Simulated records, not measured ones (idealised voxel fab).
The process module presented herein is designated voxel self aligned vias.
Shown is cross-section cut, with a width of 210 nm and square cells of size 5 nm.
Reading order for cross-sections: top band down to bottom band. Underlying form: a grid of square cells. Band size: one or more rows of cells.
Basically the band line says how high the top is and how high the bottom is, in nm, and then what's in it from left to right, every material with its width in nm. Empty space shows up as "empty", and if a single material carries "all across" it runs the full band edge to edge.
Heights are expressed relative to 0, this being the level below which the as-received wafer comprises one material exclusively. The lowest band is unbounded in the downward direction and is denoted as in "top 0, no bottom".
The two numbers in a width such as "30 to 40" mark its ends across the band: the first belongs to the top row of cells, the second to the bottom row, and from each row to the next the width moves by the same amount.
The designation "remained unchanged", where it is given for a processing step, indicates that no cell of the cross-section was altered in the course of that step.
"Enclosed internal voids" contains a list of empty spaces, each no smaller than 8 cells and without an open way to the top, written in the form width x height at distance with the distance from the left edge and all three in nm.
It should be noted that, on the line of a given step, the content following the step's settings is a remark produced by the simulator itself with respect to that step.
overlay nm: for a step with a mask, the amount by which the mask lay right of where it was planned; a negative amount means left of it.
## Process steps foreseen in the plan
| 1 | op RECEIVE | material Si |
| 2 | op CONFORMAL_DEP | material SiO2 | thk nm 15 |
| 3 | op CONFORMAL_DEP | material SiCN | thk nm 5 |
| 4 | op DIRECTIONAL_DEP | material lowk | thk nm 25 |
| 5 | op PATTERN | tone open | mask id LINES | material resist | width nm 25 | pitch nm 50 | thk nm 20 | overlay nm 0 |
| 6 | op DIRECTIONAL_ETCH | etch materials lowk | depth nm 25 |
| 7 | op STRIP | etch materials resist |
| 8 | op CONFORMAL_DEP | material TiN | thk nm 5 |
| 9 | op FILL_DEP | material Ru | thk nm 5 |
| 10 | op CMP | height nm 45 |
| 11 | op SELECTIVE_ETCH | etch materials W Ru TiN | depth nm 5 |
| 12 | op FILL_DEP | material SiN | thk nm 10 |
| 13 | op CMP | height nm 45 |
| 14 | op DIRECTIONAL_DEP | material lowk | thk nm 15 |
| 15 | op PATTERN | tone open | mask id VIAS | material resist | width nm 35 | pitch nm 100 | thk nm 20 | overlay nm 0 |
| 16 | op DIRECTIONAL_ETCH | etch materials lowk | depth nm 15 |
| 17 | op DIRECTIONAL_ETCH | etch materials SiN | depth nm 5 |
| 18 | op STRIP | etch materials resist |
| 19 | op CONFORMAL_DEP | material TiN | thk nm 5 |
| 20 | op FILL_DEP | material Ru | thk nm 5 |
| 21 | op CMP | height nm 60 |
| 22 | op CONFORMAL_DEP | material SiN | thk nm 5 |
## So this is the incoming wafer in cross-section - it's already been through step 1
- top 0, no bottom  Si all across
- Enclosed internal voids: none
## Cross-sectional result after module completion. Note: starting condition and plan are unchanged from above; one processing mistake was made
- top 65, bottom 60  SiN all across
- top 60, bottom 50  lowk (35), TiN (5), Ru (25), TiN (5), lowk (65), TiN (5), Ru (25), TiN (5), lowk (40)
- top 50, bottom 45  lowk (35), TiN (10), Ru (15), TiN (10), lowk (65), TiN (10), Ru (15), TiN (10), lowk (40)
- top 45, bottom 40  lowk (40), TiN (25), lowk (25), SiN (25), lowk (25), TiN (25), lowk (45)
- top 40, bottom 30  lowk (40), SiN (25), lowk (25), SiN (25), lowk (25), SiN (25), lowk (45)
- top 30, bottom 25  lowk (40), TiN (5), Ru (15), TiN (5), lowk (25), TiN (5), Ru (15), TiN (5), lowk (25), TiN (5), Ru (15), TiN (5), lowk (45)
- top 25, bottom 20  lowk (40), TiN (25), lowk (25), TiN (25), lowk (25), TiN (25), lowk (45)
- top 20, bottom 15  SiCN all across
- top 15, bottom 0  SiO2 all across
- top 0, no bottom  Si all across
- Enclosed internal voids: none
Where did the run depart from the plan? step 11 deviated from plan and actually ran as op SELECTIVE_ETCH | etch materials W Ru TiN | depth nm 15
